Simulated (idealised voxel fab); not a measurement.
Process module in this document: voxel trench capacitor
Cross-sectional view cut (width: 170 nm; square cell size: 5 nm).
Just so we're on the same page, the cross-sections are grids of square cells, and they're listed out in bands top to bottom, each band one or more rows deep. Top, bottom (nm), then materials left to right with widths (nm); lone material tagged "throughout" fills the whole band edge to edge; "air" = empty space. Heights from 0 (as-received wafer is one material below). Bottom band endless downward, as "0 and below". A two-number width, for instance "30 to 40", indicates that the width is equal to the first number in the top row of the band and to the second number in the bottom row, and that it changes by a constant amount per row of cells. Basically "nothing different" means that step didn't change any cell in the cross-section. This entry, "Closed cavities", enumerates those empty regions of no fewer than 8 cells that possess no open connection to the top. Each region is reported in the form width x height at distance, the distance being taken from the left edge, with all three quantities expressed in nm. Anything after a step's settings on that line? It's the simulator's own note about the step. Each step line may optionally specify "overlay nm", which for a step with a mask gives the rightward distance between the mask's planned place and where it lay, a negative value indicating the leftward direction.

[List of planned process steps]
1,RECEIVE, material Si
2,CONFORMAL_DEP, material SiN, thk nm 10
3,DIRECTIONAL_DEP, material aC, thk nm 15
4,PATTERN, tone open, mask id TRENCH, material resist, width nm 25, pitch nm 45, thk nm 35, overlay nm 0
5,DIRECTIONAL_ETCH, etch materials aC, depth nm 15
6,STRIP, etch materials resist
7,DIRECTIONAL_ETCH, etch materials SiN, depth nm 10
8,DIRECTIONAL_ETCH, etch materials Si, depth nm 40
9,STRIP, etch materials aC
10,CONFORMAL_DEP, material Al2O3, thk nm 5
11,CONFORMAL_DEP, material TiN, thk nm 5
12,FILL_DEP, material W, thk nm 5
13,CMP, height nm 10

[Cross-section of the incoming wafer, state after step 1]
	0 and below | Si throughout
	Closed cavities: none

[The plan above was carried out on the starting structure above with one mistake, and this cross-section shows the wafer at the end of the module]
	10 down to 0 | 30 of SiN / 5 of Al2O3 / 10 of TiN / 5 of Al2O3 / 25 of SiN / 5 of Al2O3 / 10 of TiN / 5 of Al2O3 / 25 of SiN / 5 of Al2O3 / 10 of TiN / 5 of Al2O3 / 30 of SiN
	0 down to -35 | 30 of Si / 5 of Al2O3 / 10 of TiN / 5 of Al2O3 / 25 of Si / 5 of Al2O3 / 10 of TiN / 5 of Al2O3 / 25 of Si / 5 of Al2O3 / 10 of TiN / 5 of Al2O3 / 30 of Si
	-35 down to -40 | 30 of Si / 20 of Al2O3 / 25 of Si / 20 of Al2O3 / 25 of Si / 20 of Al2O3 / 30 of Si
	-40 and below | Si throughout
	Closed cavities: none
Processing error: step 4 off recipe, ran as PATTERN, tone open, mask id TRENCH, material resist, width nm 20, pitch nm 45, thk nm 35, overlay nm 0
